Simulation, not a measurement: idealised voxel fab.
process module | voxel capacitor over wiring
cross-section cut | 275 nm wide | cells 5 nm
A cross-section is a grid of square cells, given in bands from the top down. A band is one or more rows of cells.
Each band's line starts with the height of the band's top and of its bottom, in nm. Then come its materials from left to right, each with its width in nm. One material with "throughout" fills the band from edge to edge. "air" is empty space.
Height 0 is the level under which the wafer as received is all one material. The lowest band goes on downwards, as in "0 down".
A width such as "30 to 40" changes by the same amount from each row of cells to the next, from the band's top row to its bottom row.
"no change" after a step means that no cell of the cross-section changed.
closed voids: empty space of 8 cells or more with no open way to the top, each as width x height at its distance from the left edge, in nm
after a step's settings: what the simulator itself notes on the step
overlay nm, on a step with a mask: how far to the right of its planned place the mask lay; to the left if negative
plan
1 op RECEIVE | material Si
2 op CONFORMAL_DEP | material SiO2 | thk nm 10
3 op DIRECTIONAL_DEP | material TiN | thk nm 5
4 op DIRECTIONAL_DEP | material W | thk nm 15
5 op DIRECTIONAL_DEP | material aC | thk nm 15
6 op PATTERN | tone cover | mask id METAL_1 | material resist | width nm 25 | pitch nm 80 | thk nm 35 | overlay nm 0
7 op DIRECTIONAL_ETCH | etch materials aC | depth nm 15
8 op STRIP | etch materials resist
9 op DIRECTIONAL_ETCH | etch materials W | depth nm 15
10 op DIRECTIONAL_ETCH | etch materials TiN | depth nm 5
11 op STRIP | etch materials aC
12 op CONFORMAL_DEP | material SiCN | thk nm 5
13 op FILL_DEP | material SiO2 | thk nm 10
14 op CMP | height nm 30
15 op CONFORMAL_DEP | material SiCN | thk nm 5
16 op DIRECTIONAL_DEP | material SiO2 | thk nm 10
17 op MASKED_ETCH | tone open | mask id PLUG_1 | width nm 15 | etch materials SiO2 | depth nm 10 | overlay nm 0
18 op MASKED_ETCH | tone open | mask id PLUG_1 | width nm 15 | etch materials SiCN | depth nm 5 | overlay nm 0
19 op EPI | material Ru | thk nm 10
20 op EPI | material Ru | thk nm 5
21 op DIRECTIONAL_DEP | material TiN | thk nm 10
22 op DIRECTIONAL_DEP | material HfO2 | thk nm 5
23 op DIRECTIONAL_DEP | material TiN | thk nm 5
24 op DIRECTIONAL_DEP | material aC | thk nm 5
25 op PATTERN | tone cover | mask id UPPER_PLATE | material resist | width nm 60 | thk nm 30 | overlay nm 0
26 op DIRECTIONAL_ETCH | etch materials aC | depth nm 15
27 op STRIP | etch materials resist
28 op DIRECTIONAL_ETCH | etch materials TiN | depth nm 5
29 op DIRECTIONAL_ETCH | etch materials HfO2 | depth nm 5
30 op STRIP | etch materials aC
31 op MASKED_ETCH | tone cover | mask id LOWER_PLATE | width nm 70 | etch materials TiN | depth nm 10 | overlay nm 0
32 op FILL_DEP | material SiO2 | thk nm 20
33 op CMP | height nm 80
34 op DIRECTIONAL_DEP | material aC | thk nm 10
35 op PATTERN | tone open | mask id PLUG_2 | material resist | width nm 15 | thk nm 30 | overlay nm 0
36 op DIRECTIONAL_ETCH | etch materials aC | depth nm 10
37 op STRIP | etch materials resist
38 op DIRECTIONAL_ETCH | etch materials SiO2 | depth nm 15
39 op STRIP | etch materials aC
40 op CONFORMAL_DEP | material TiN | thk nm 5
41 op FILL_DEP | material W | thk nm 5
42 op CMP | height nm 80
43 op CONFORMAL_DEP | material SiCN | thk nm 5
varied across the wafers: thk nm of step 24. The plan shows the first wafer's value. All wafers start alike
first wafer as received, after step 1
  0 down: Si throughout
  closed voids: none
each wafer at the end: cells of each material gained (+) or lost (-) since it was received, then its closed voids
thk nm 5 | +12 HfO2 | +9 Ru | +164 SiCN | +661 SiO2 | +57 TiN | +32 W | closed voids: none
thk nm 10 | +12 HfO2 | +9 Ru | +164 SiCN | +661 SiO2 | +57 TiN | +32 W | closed voids: none
thk nm 15 | +12 HfO2 | +9 Ru | +164 SiCN | +661 SiO2 | +57 TiN | +32 W | closed voids: none
thk nm 20 | +55 HfO2 | +9 Ru | +164 SiCN | +534 SiO2 | +141 TiN | +32 W | closed voids: none
thk nm 25 | +55 HfO2 | +9 Ru | +164 SiCN | +534 SiO2 | +141 TiN | +32 W | closed voids: none
thk nm 30 | +55 HfO2 | +9 Ru | +164 SiCN | +534 SiO2 | +141 TiN | +32 W | closed voids: none
